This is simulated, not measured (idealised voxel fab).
Module name: voxel air gaps (process module)
The width of the displayed cross-section, cut, is 195 nm; its cells are square, with a size of 5 nm.
Cross-section, as written here: a square-cell grid given band by band from the top down, where a band holds one or more rows of cells. Band: top and bottom heights (nm) first, top before bottom; then materials from left to right, widths in nm. "everywhere" marks a sole material filling the band edge to edge. "air" denotes empty space. Beneath 0, the wafer as received is one material, and that level is where height counting begins. The lowest band goes on downward without a bottom; it is written like "0 and below". Graded width ("30..40"): value in top row of band = first number; value in bottom row = second number; row-to-row change constant. For the purposes of this document, the phrase "no modification" attached to a step denotes that no cell within the cross-section was modified by that step. Empty spaces counting at least 8 cells and having no open way to the top are listed in "Enclosed cavity list". The notation width x height at distance is used for each, the distance being from the left edge and all three values in nm. What comes after the settings on a step's line is commentary from the simulator itself on that step. overlay nm: step with mask; distance mask lay right of planned place; negative value = left of planned place.
Intended process steps:
- 1: RECEIVE [material Si]
- 2: CONFORMAL_DEP [material SiO2] [thk nm 15]
- 3: CONFORMAL_DEP [material SiN] [thk nm 5]
- 4: DIRECTIONAL_DEP [material SiO2] [thk nm 40]
- 5: DIRECTIONAL_DEP [material aC] [thk nm 15]
- 6: PATTERN [tone open] [mask id LINES] [material resist] [width nm 15] [pitch nm 45] [thk nm 35] [overlay nm 0]
- 7: DIRECTIONAL_ETCH [etch materials aC] [depth nm 15]
- 8: STRIP [etch materials resist]
- 9: DIRECTIONAL_ETCH [etch materials SiO2] [depth nm 40]
- 10: STRIP [etch materials aC]
- 11: CONFORMAL_DEP [material TiN] [thk nm 5]
- 12: FILL_DEP [material W] [thk nm 5]
- 13: CMP [height nm 60]
- 14: EPI [material Ru] [thk nm 10]
- 15: SELECTIVE_ETCH [etch materials SiO2] [depth nm 50]
- 16: CONFORMAL_DEP [material SiN] [thk nm 5]
The first of two wafers, run as planned:
Cross-section of the wafer as it came to us, i.e., already through step 1:
- 0 and below: Si everywhere
- Enclosed cavity list: none
So this is the wafer cross-section right after step 2:
- 15 down to 0: SiO2 everywhere
- Under 0: no change, same as before.
So this is the wafer cross-section right after step 3:
- 20 down to 15: SiN everywhere
- Under 15: no change, same as before.
So this is the wafer cross-section right after step 4:
- 60 down to 20: SiO2 everywhere
- Under 20: no change, same as before.
So this is the wafer cross-section right after step 5:
- 75 down to 60: aC everywhere
- Under 60: no change, same as before.
So this is the wafer cross-section right after step 6:
- 110 down to 75: resist 45 | air 15 | resist 30 | air 15 | resist 30 | air 15 | resist 45
- Under 75: no change, same as before.
So this is the wafer cross-section right after step 7:
- 95 down to 75: resist 45 | air 15 | resist 30 | air 15 | resist 30 | air 15 | resist 45
- 75 down to 60: aC 45 | air 15 | aC 30 | air 15 | aC 30 | air 15 | aC 45
- Under 60: no change, same as before.
So this is the wafer cross-section right after step 8:
- 75 down to 60: aC 45 | air 15 | aC 30 | air 15 | aC 30 | air 15 | aC 45
- Under 60: no change, same as before.
So this is the wafer cross-section right after step 9:
- 75 down to 60: aC 45 | air 15 | aC 30 | air 15 | aC 30 | air 15 | aC 45
- 60 down to 20: SiO2 45 | air 15 | SiO2 30 | air 15 | SiO2 30 | air 15 | SiO2 45
- Under 20: no change, same as before.
So this is the wafer cross-section right after step 10:
- 60 down to 20: SiO2 45 | air 15 | SiO2 30 | air 15 | SiO2 30 | air 15 | SiO2 45
- Under 20: no change, same as before.
So this is the wafer cross-section right after step 11:
- 65 down to 60: TiN 50 | air 5 | TiN 40 | air 5 | TiN 40 | air 5 | TiN 50
- 60 down to 25: SiO2 45 | TiN 5 | air 5 | TiN 5 | SiO2 30 | TiN 5 | air 5 | TiN 5 | SiO2 30 | TiN 5 | air 5 | TiN 5 | SiO2 45
- 25 down to 20: SiO2 45 | TiN 15 | SiO2 30 | TiN 15 | SiO2 30 | TiN 15 | SiO2 45
- Under 20: no change, same as before.
So this is the wafer cross-section right after step 12:
- 70 down to 65: W everywhere
- 65 down to 60: TiN 50 | W 5 | TiN 40 | W 5 | TiN 40 | W 5 | TiN 50
- 60 down to 25: SiO2 45 | TiN 5 | W 5 | TiN 5 | SiO2 30 | TiN 5 | W 5 | TiN 5 | SiO2 30 | TiN 5 | W 5 | TiN 5 | SiO2 45
- Under 25: no change, same as before.
So this is the wafer cross-section right after step 13:
- 60 down to 25: SiO2 45 | TiN 5 | W 5 | TiN 5 | SiO2 30 | TiN 5 | W 5 | TiN 5 | SiO2 30 | TiN 5 | W 5 | TiN 5 | SiO2 45
- Under 25: no change, same as before.
So this is the wafer cross-section right after step 14:
- 70 down to 60: air 35 | Ru 35 | air 10 | Ru 35 | air 10 | Ru 35 | air 35
- Under 60: no change, same as before.
So this is the wafer cross-section right after step 15:
- 70 down to 60: air 35 | Ru 35 | air 10 | Ru 35 | air 10 | Ru 35 | air 35
- 60 down to 25: air 45 | TiN 5 | W 5 | TiN 5 | air 30 | TiN 5 | W 5 | TiN 5 | air 30 | TiN 5 | W 5 | TiN 5 | air 45
- 25 down to 20: air 45 | TiN 15 | air 30 | TiN 15 | air 30 | TiN 15 | air 45
- Under 20: no change, same as before.
So this is the wafer cross-section right after step 16:
- 75 down to 70: air 30 | SiN 135 | air 30
- 70 down to 60: air 30 | SiN 5 | Ru 35 | SiN 10 | Ru 35 | SiN 10 | Ru 35 | SiN 5 | air 30
- 60 down to 55: air 30 | SiN 15 | TiN 5 | W 5 | TiN 5 | SiN 30 | TiN 5 | W 5 | TiN 5 | SiN 30 | TiN 5 | W 5 | TiN 5 | SiN 15 | air 30
- 55 down to 25: air 40 | SiN 5 | TiN 5 | W 5 | TiN 5 | SiN 5 | air 20 | SiN 5 | TiN 5 | W 5 | TiN 5 | SiN 5 | air 20 | SiN 5 | TiN 5 | W 5 | TiN 5 | SiN 5 | air 40
- 25 down to 20: SiN 45 | TiN 15 | SiN 30 | TiN 15 | SiN 30 | TiN 15 | SiN 45
- Under 20: no change, same as before.
- Enclosed cavity list: 20 x 30 at 65; 20 x 30 at 110
The second wafer was prepared from the same starting point and under the same plan as the first; its processing contained one mistake, and it remains indistinguishable from the first wafer up to and including step 5:
Here is the second wafer in cross-section at the point where step 6 of the plan should have been done:
- 110 down to 75: resist 35 | air 15 | resist 30 | air 15 | resist 30 | air 15 | resist 55
- Under 75: no change, same as before.
Here is the second wafer in cross-section at the point where step 7 of the plan should have been done:
- 95 down to 75: resist 35 | air 15 | resist 30 | air 15 | resist 30 | air 15 | resist 55
- 75 down to 60: aC 35 | air 15 | aC 30 | air 15 | aC 30 | air 15 | aC 55
- Under 60: no change, same as before.
Here is the second wafer in cross-section at the point where step 8 of the plan should have been done:
- 75 down to 60: aC 35 | air 15 | aC 30 | air 15 | aC 30 | air 15 | aC 55
- Under 60: no change, same as before.
Here is the second wafer in cross-section at the point where step 9 of the plan should have been done:
- 75 down to 60: aC 35 | air 15 | aC 30 | air 15 | aC 30 | air 15 | aC 55
- 60 down to 20: SiO2 35 | air 15 | SiO2 30 | air 15 | SiO2 30 | air 15 | SiO2 55
- Under 20: no change, same as before.
Here is the second wafer in cross-section at the point where step 10 of the plan should have been done:
- 60 down to 20: SiO2 35 | air 15 | SiO2 30 | air 15 | SiO2 30 | air 15 | SiO2 55
- Under 20: no change, same as before.
Here is the second wafer in cross-section at the point where step 11 of the plan should have been done:
- 65 down to 60: TiN 40 | air 5 | TiN 40 | air 5 | TiN 40 | air 5 | TiN 60
- 60 down to 25: SiO2 35 | TiN 5 | air 5 | TiN 5 | SiO2 30 | TiN 5 | air 5 | TiN 5 | SiO2 30 | TiN 5 | air 5 | TiN 5 | SiO2 55
- 25 down to 20: SiO2 35 | TiN 15 | SiO2 30 | TiN 15 | SiO2 30 | TiN 15 | SiO2 55
- Under 20: no change, same as before.
Here is the second wafer in cross-section at the point where step 12 of the plan should have been done:
- 70 down to 65: W everywhere
- 65 down to 60: TiN 40 | W 5 | TiN 40 | W 5 | TiN 40 | W 5 | TiN 60
- 60 down to 25: SiO2 35 | TiN 5 | W 5 | TiN 5 | SiO2 30 | TiN 5 | W 5 | TiN 5 | SiO2 30 | TiN 5 | W 5 | TiN 5 | SiO2 55
- Under 25: no change, same as before.
Here is the second wafer in cross-section at the point where step 13 of the plan should have been done:
- 60 down to 25: SiO2 35 | TiN 5 | W 5 | TiN 5 | SiO2 30 | TiN 5 | W 5 | TiN 5 | SiO2 30 | TiN 5 | W 5 | TiN 5 | SiO2 55
- Under 25: no change, same as before.
Here is the second wafer in cross-section at the point where step 14 of the plan should have been done:
- 70 down to 60: air 25 | Ru 35 | air 10 | Ru 35 | air 10 | Ru 35 | air 45
- Under 60: no change, same as before.
Here is the second wafer in cross-section at the point where step 15 of the plan should have been done:
- 70 down to 60: air 25 | Ru 35 | air 10 | Ru 35 | air 10 | Ru 35 | air 45
- 60 down to 25: air 35 | TiN 5 | W 5 | TiN 5 | air 30 | TiN 5 | W 5 | TiN 5 | air 30 | TiN 5 | W 5 | TiN 5 | air 55
- 25 down to 20: air 35 | TiN 15 | air 30 | TiN 15 | air 30 | TiN 15 | air 55
- Under 20: no change, same as before.
Here is the second wafer in cross-section at the point where step 16 of the plan should have been done:
- 75 down to 70: air 20 | SiN 135 | air 40
- 70 down to 60: air 20 | SiN 5 | Ru 35 | SiN 10 | Ru 35 | SiN 10 | Ru 35 | SiN 5 | air 40
- 60 down to 55: air 20 | SiN 15 | TiN 5 | W 5 | TiN 5 | SiN 30 | TiN 5 | W 5 | TiN 5 | SiN 30 | TiN 5 | W 5 | TiN 5 | SiN 15 | air 40
- 55 down to 25: air 30 | SiN 5 | TiN 5 | W 5 | TiN 5 | SiN 5 | air 20 | SiN 5 | TiN 5 | W 5 | TiN 5 | SiN 5 | air 20 | SiN 5 | TiN 5 | W 5 | TiN 5 | SiN 5 | air 50
- 25 down to 20: SiN 35 | TiN 15 | SiN 30 | TiN 15 | SiN 30 | TiN 15 | SiN 55
- Under 20: no change, same as before.
- Enclosed cavity list: 20 x 30 at 55; 20 x 30 at 100
Run error: not per plan at step 6, really ran PATTERN [tone open] [mask id LINES] [material resist] [width nm 15] [pitch nm 45] [thk nm 35] [overlay nm -10]
Final wafers compared: equal cell tally per material, rearranged layout.
